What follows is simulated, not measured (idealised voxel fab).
Proc. module: voxel self aligned contacts
200 nm wide, 5 nm square cells: that's cross-section cut.
This document writes a cross-section as a grid whose cells are square, and gives it as bands, listed from the top down; one or more rows of cells form a band.
For a band, the entry starts with two heights in nm, that of the top and then that of the bottom, and carries on with the band's materials in order from left to right, each alongside its width in nm; the word "throughout" beside a single material means it fills the band edge to edge, and "air" means empty space.
The level at which height equals 0 is the one under which the wafer, as it arrives, is entirely one material. No lower edge exists for the bottom band, which continues downward and is notated as in "0..down".
Graded width ("30->40"): value in top row of band = first number; value in bottom row = second number; row-to-row change constant.
You'll sometimes find "no change occurred" written for a step, and that's the way of saying that nowhere in the cross-section did a cell change during that step.
The entry "Sealed void list" lists the empty spaces that cover at least 8 cells and have no open path to the top. Each is written as width x height at distance, where the distance is measured from the left edge and all three values are in nm.
Formally, on a step line, whatever follows the settings is a remark that the simulator itself makes on the step.
The setting "overlay nm" may be written on the line of a step. When the step uses a mask, the value reports how far to the right of the planned place the mask lay, and a negative value reports that it lay to the left.

[The steps planned for the process are as follows]
1) op RECEIVE | material Si
2) op OXIDIZE | depth nm 5
3) op DIRECTIONAL_DEP | material polySi | thk nm 20
4) op DIRECTIONAL_DEP | material SiN | thk nm 25
5) op DIRECTIONAL_DEP | material aC | thk nm 10
6) op PATTERN | tone cover | mask id GATE | material resist | width nm 30 | pitch nm 65 | thk nm 30 | overlay nm 0
7) op DIRECTIONAL_ETCH | etch materials aC | depth nm 10
8) op STRIP | etch materials resist
9) op DIRECTIONAL_ETCH | etch materials SiN | depth nm 25
10) op DIRECTIONAL_ETCH | etch materials polySi | depth nm 20
11) op STRIP | etch materials aC
12) op CONFORMAL_DEP | material SiN | thk nm 10
13) op DIRECTIONAL_ETCH | etch materials SiN | depth nm 10
14) op FILL_DEP | material SiO2 | thk nm 20
15) op CMP | height nm 55
16) op MASKED_ETCH | tone open | mask id CONTACT | width nm 45 | pitch nm 65 | etch materials SiO2 | depth nm 60 | overlay nm 0
17) op CONFORMAL_DEP | material TiN | thk nm 5
18) op FILL_DEP | material Ru | thk nm 10
19) op CMP | height nm 55
20) op CONFORMAL_DEP | material SiN | thk nm 5

[Incoming wafer, cross-sectional view, post step 1]
0..down = Si throughout
Sealed void list: none

[Cross-sectional result after module completion. Note: starting condition and plan are unchanged from above; one processing mistake was made]
60..55 = SiN throughout
55..50 = 45 of SiO2 / 5 of TiN / 35 of Ru / 5 of TiN / 20 of SiO2 / 5 of TiN / 35 of Ru / 5 of TiN / 45 of SiO2
50..45 = 45 of SiO2 / 45 of TiN / 20 of SiO2 / 45 of TiN / 45 of SiO2
45..20 = 30 of SiN / 10 of SiO2 / 55 of SiN / 10 of SiO2 / 55 of SiN / 10 of SiO2 / 30 of SiN
20..0 = 20 of polySi / 10 of SiN / 10 of SiO2 / 10 of SiN / 35 of polySi / 10 of SiN / 10 of SiO2 / 10 of SiN / 35 of polySi / 10 of SiN / 10 of SiO2 / 10 of SiN / 20 of polySi
0..-5 = SiO2 throughout
-5..down = Si throughout
Sealed void list: none
Plan not followed: step 6 went in with a setting other than planned; the actual run was op PATTERN | tone open | mask id GATE | material resist | width nm 30 | pitch nm 65 | thk nm 30 | overlay nm 0
